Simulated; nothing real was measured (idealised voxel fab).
process module | voxel fin reveal
cross-section cut | 250 nm wide | cells 5 nm
A cross-section is a grid of square cells, given in bands from the top down. A band is one or more rows of cells.
Each band's line starts with the height of the band's top and of its bottom, in nm. Then come its materials from left to right, each with its width in nm. One material with "throughout" fills the band from edge to edge. "air" is empty space.
Height 0 is the level under which the wafer as received is all one material. The lowest band goes on downwards, as in "0 down".
A width such as "30 to 40" changes by the same amount from each row of cells to the next, from the band's top row to its bottom row.
"no change" after a step means that no cell of the cross-section changed.
closed voids: empty space of 8 cells or more with no open way to the top, each as width x height at its distance from the left edge, in nm
after a step's settings: what the simulator itself notes on the step
overlay nm, on a step with a mask: how far to the right of its planned place the mask lay; to the left if negative
plan
1 op RECEIVE | material Si
2 op CONFORMAL_DEP | material SiN | thk nm 5
3 op DIRECTIONAL_DEP | material aC | thk nm 15
4 op PATTERN | tone cover | mask id FINS | material resist | width nm 15 | pitch nm 35 | thk nm 30 | overlay nm 0
5 op DIRECTIONAL_ETCH | etch materials aC | depth nm 15
6 op STRIP | etch materials resist
7 op DIRECTIONAL_ETCH | etch materials SiN | depth nm 5
8 op DIRECTIONAL_ETCH | etch materials Si | depth nm 35
9 op STRIP | etch materials aC
10 op OXIDIZE | depth nm 5
11 op FILL_DEP | material SiO2 | thk nm 5
12 op CMP | height nm 5
13 op SELECTIVE_ETCH | etch materials SiO2 | depth nm 20
14 op STRIP | etch materials SiN
15 op CONFORMAL_DEP | material SiO2 | thk nm 5
first wafer, as planned
as received, after step 1
  0 down: Si throughout
  closed voids: none
after step 2
  5 to 0: SiN throughout
  below 0: unchanged
after step 3
  20 to 5: aC throughout
  below 5: unchanged
after step 4
  50 to 20: air 100 | resist 15 | air 20 | resist 15 | air 100
  below 20: unchanged
after step 5
  35 to 20: air 100 | resist 15 | air 20 | resist 15 | air 100
  20 to 5: air 100 | aC 15 | air 20 | aC 15 | air 100
  below 5: unchanged
after step 6
  20 to 5: air 100 | aC 15 | air 20 | aC 15 | air 100
  below 5: unchanged
after step 7
  20 to 5: air 100 | aC 15 | air 20 | aC 15 | air 100
  5 to 0: air 100 | SiN 15 | air 20 | SiN 15 | air 100
  below 0: unchanged
after step 8
  20 to 5: air 100 | aC 15 | air 20 | aC 15 | air 100
  5 to 0: air 100 | SiN 15 | air 20 | SiN 15 | air 100
  0 to -35: air 100 | Si 15 | air 20 | Si 15 | air 100
  below -35: unchanged
after step 9
  5 to 0: air 100 | SiN 15 | air 20 | SiN 15 | air 100
  below 0: unchanged
after step 10
  5 to 0: air 100 | SiN 15 | air 20 | SiN 15 | air 100
  0 to -35: air 100 | SiO2 5 | Si 5 | SiO2 5 | air 20 | SiO2 5 | Si 5 | SiO2 5 | air 100
  -35 to -40: SiO2 105 | Si 5 | SiO2 30 | Si 5 | SiO2 105
  below -40: unchanged
after step 11
  10 to 5: SiO2 throughout
  5 to 0: SiO2 100 | SiN 15 | SiO2 20 | SiN 15 | SiO2 100
  0 to -40: SiO2 105 | Si 5 | SiO2 30 | Si 5 | SiO2 105
  below -40: unchanged
after step 12
  5 to 0: SiO2 100 | SiN 15 | SiO2 20 | SiN 15 | SiO2 100
  below 0: unchanged
after step 13
  5 to 0: air 100 | SiN 15 | air 20 | SiN 15 | air 100
  0 to -15: air 105 | Si 5 | air 30 | Si 5 | air 105
  below -15: unchanged
after step 14
  0 to -15: air 105 | Si 5 | air 30 | Si 5 | air 105
  below -15: unchanged
after step 15
  5 to 0: air 100 | SiO2 15 | air 20 | SiO2 15 | air 100
  0 to -10: air 100 | SiO2 5 | Si 5 | SiO2 5 | air 20 | SiO2 5 | Si 5 | SiO2 5 | air 100
  -10 to -40: SiO2 105 | Si 5 | SiO2 30 | Si 5 | SiO2 105
  below -40: unchanged
second wafer: like start, like plan, one mistake. Through step 14 it matches the first wafer
when step 15 should have ended: no change
what went wrong: step 15 was left out
at the end the second wafer has, in cells: 62 fewer of SiO2
